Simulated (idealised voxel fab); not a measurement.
voxel gate over fins: a process module
cross-section cut | 235 nm wide | cells 5 nm
Cross-section layout: square cells on a grid; listed as bands, top to bottom; a band spans one or more cell rows. Within each band entry, the heights of the top and of the bottom of the band appear first, in that order and in nm; the materials of the band then follow from left to right, each with its corresponding width in nm. The designation "all across" on a single material indicates that it fills the band from edge to edge; the designation "blank" indicates empty space. Measure heights from 0. That's the level where, below it, the as-received wafer is all one material. The lowest band is bottomless and extends downward; write it as in "z 0 and below". The expression "30..40" gives the width at the extremes of the band, the first number at its top row of cells and the second at its bottom row, with the width changing by equal amounts from each row to the next in between. What does "remained unchanged" mean for a step? It means no cell of the cross-section changed in that step. "Trapped void list" enumerates empty spaces isolated from the top, with no open way to it, that contain at least 8 cells, giving each as width x height at distance from the left edge, all three in nm. It should be noted that, on the line of a given step, the content following the step's settings is a remark produced by the simulator itself with respect to that step. overlay nm: on a step with a mask, how far right of its planned place the mask lay; negative means left.

Here's what the planned process steps look like
1) RECEIVE [material Si]
2) CONFORMAL_DEP [material SiN] [thk nm 10]
3) DIRECTIONAL_DEP [material aC] [thk nm 15]
4) PATTERN [tone cover] [mask id FINS] [material resist] [width nm 15] [pitch nm 45] [thk nm 35] [overlay nm 0]
5) DIRECTIONAL_ETCH [etch materials aC] [depth nm 15]
6) STRIP [etch materials resist]
7) DIRECTIONAL_ETCH [etch materials SiN] [depth nm 10]
8) DIRECTIONAL_ETCH [etch materials Si] [depth nm 40]
9) STRIP [etch materials aC]
10) OXIDIZE [depth nm 5]
11) FILL_DEP [material SiO2] [thk nm 5]
12) CMP [height nm 10]
13) SELECTIVE_ETCH [etch materials SiO2] [depth nm 20]
14) STRIP [etch materials SiN]
15) CONFORMAL_DEP [material HfO2] [thk nm 5]
16) CONFORMAL_DEP [material TiN] [thk nm 5]
17) FILL_DEP [material W] [thk nm 10]
18) CMP [height nm 15]
19) CONFORMAL_DEP [material SiN] [thk nm 10]

Cross-section of the incoming wafer, state after step 1
z 0 and below | Si all across
Trapped void list: none

Starting structure and process plan are as shown above, but one mistake was made in running the module; the wafer cross-section at the end of the module follows
z 25 to 15 | SiN all across
z 15 to 5 | W all across
z 5 to 0 | 85 nm W / 15 nm TiN / 30 nm W / 15 nm TiN / 90 nm W
z 0 to -5 | 85 nm W / 5 nm TiN / 5 nm Si / 5 nm TiN / 30 nm W / 5 nm TiN / 5 nm Si / 5 nm TiN / 90 nm W
z -5 to -10 | 90 nm TiN / 5 nm Si / 40 nm TiN / 5 nm Si / 95 nm TiN
z -10 to -45 | 90 nm SiO2 / 5 nm Si / 40 nm SiO2 / 5 nm Si / 95 nm SiO2
z -45 and below | Si all across
Trapped void list: none
What was done differently from what was planned? step 15 in the plan did not get run; it was skipped
